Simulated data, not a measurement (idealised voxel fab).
This is a process module. Its name is voxel self aligned vias.
Pictured: cross-section cut, 185 nm wide, on a grid of 5 nm square cells.
A cross-section is a grid of square cells, given in bands from the top down. A band is one or more rows of cells.
This entry defines a band. It first specifies the height of the band's top and the height of its bottom in nm, and then specifies the band's materials from left to right, stating each material with its width in nm. The word "everywhere" identifies a single material that fills the band from edge to edge, while the word "empty" identifies empty space.
Height reference: 0 = level under which incoming wafer is all one material. Lowest band: no bottom, runs on downward, e.g. "0 nm and below".
The notation "30 to 40" denotes a width that varies across the rows of cells in the band, beginning at the first number in the top row, finishing at the second number in the bottom row, and changing by an identical amount from each row to the next.
Where the words "same as before" appear for a step, the cross-section shows no cell changed by that step; every cell remained as before.
Voids not open to the top, 8 cells minimum: see "Trapped cavities". Written width x height at distance; distance is from the left edge; nm.
Post-settings text on a step line: simulator's own remark regarding the step.
What "overlay nm" on a step's line means: if the step has a mask, that mask lay this far to the right of its planned place, or, when the value is negative, to the left.
# The process steps that were planned are listed below
1 op RECEIVE | material Si
2 op CONFORMAL_DEP | material SiO2 | thk nm 10
3 op CONFORMAL_DEP | material SiCN | thk nm 5
4 op DIRECTIONAL_DEP | material SiO2 | thk nm 25
5 op MASKED_ETCH | tone open | mask id LINES | width nm 25 | pitch nm 70 | etch materials SiO2 | depth nm 25 | overlay nm 0
6 op CONFORMAL_DEP | material TiN | thk nm 5
7 op FILL_DEP | material Ru | thk nm 10
8 op CMP | height nm 40
9 op SELECTIVE_ETCH | etch materials W Ru TiN | depth nm 5
10 op FILL_DEP | material SiN | thk nm 10
11 op CMP | height nm 40
12 op DIRECTIONAL_DEP | material SiO2 | thk nm 20
13 op DIRECTIONAL_DEP | material aC | thk nm 10
14 op PATTERN | tone open | mask id VIAS | material resist | width nm 45 | thk nm 30 | overlay nm 0
15 op DIRECTIONAL_ETCH | etch materials aC | depth nm 10
16 op STRIP | etch materials resist
17 op DIRECTIONAL_ETCH | etch materials SiO2 | depth nm 20
18 op DIRECTIONAL_ETCH | etch materials SiN | depth nm 5
19 op STRIP | etch materials aC
20 op CONFORMAL_DEP | material TiN | thk nm 5
21 op FILL_DEP | material Ru | thk nm 10
22 op CMP | height nm 60
23 op CONFORMAL_DEP | material SiCN | thk nm 5
# Cross-section of the wafer upon arrival, representing the state reached after step 1
* 0 nm and below: Si everywhere
* Trapped cavities: none
# Sectioned view, first of two wafers, at the close of the module, processed as intended in the plan
* 65 nm to 60 nm: SiCN everywhere
* 60 nm to 45 nm: SiO2 35 nm, then TiN 5 nm, then Ru 35 nm, then TiN 5 nm, then SiO2 105 nm
* 45 nm to 40 nm: SiO2 35 nm, then TiN 15 nm, then Ru 15 nm, then TiN 15 nm, then SiO2 105 nm
* 40 nm to 35 nm: SiO2 45 nm, then TiN 25 nm, then SiO2 45 nm, then SiN 25 nm, then SiO2 45 nm
* 35 nm to 20 nm: SiO2 45 nm, then TiN 5 nm, then Ru 15 nm, then TiN 5 nm, then SiO2 45 nm, then TiN 5 nm, then Ru 15 nm, then TiN 5 nm, then SiO2 45 nm
* 20 nm to 15 nm: SiO2 45 nm, then TiN 25 nm, then SiO2 45 nm, then TiN 25 nm, then SiO2 45 nm
* 15 nm to 10 nm: SiCN everywhere
* 10 nm to 0 nm: SiO2 everywhere
* 0 nm and below: Si everywhere
* Trapped cavities: none
# Second wafer through the module, sectioned at the end: same beginning and same plan as the first wafer, with one mistake in carrying it out
* 65 nm to 60 nm: SiCN everywhere
* 60 nm to 45 nm: SiO2 45 nm, then TiN 5 nm, then Ru 35 nm, then TiN 5 nm, then SiO2 95 nm
* 45 nm to 40 nm: SiO2 45 nm, then TiN 5 nm, then Ru 15 nm, then TiN 25 nm, then SiO2 95 nm
* 40 nm to 35 nm: SiO2 45 nm, then TiN 25 nm, then SiO2 45 nm, then SiN 25 nm, then SiO2 45 nm
* 35 nm to 20 nm: SiO2 45 nm, then TiN 5 nm, then Ru 15 nm, then TiN 5 nm, then SiO2 45 nm, then TiN 5 nm, then Ru 15 nm, then TiN 5 nm, then SiO2 45 nm
* 20 nm to 15 nm: SiO2 45 nm, then TiN 25 nm, then SiO2 45 nm, then TiN 25 nm, then SiO2 45 nm
* 15 nm to 10 nm: SiCN everywhere
* 10 nm to 0 nm: SiO2 everywhere
* 0 nm and below: Si everywhere
* Trapped cavities: none
what went wrong: in deviation from the planned setting, step 14 was conducted as op PATTERN | tone open | mask id VIAS | material resist | width nm 45 | thk nm 30 | overlay nm 10
Heads up: at the end the two wafers have identical cell counts per material, they're just laid out differently.
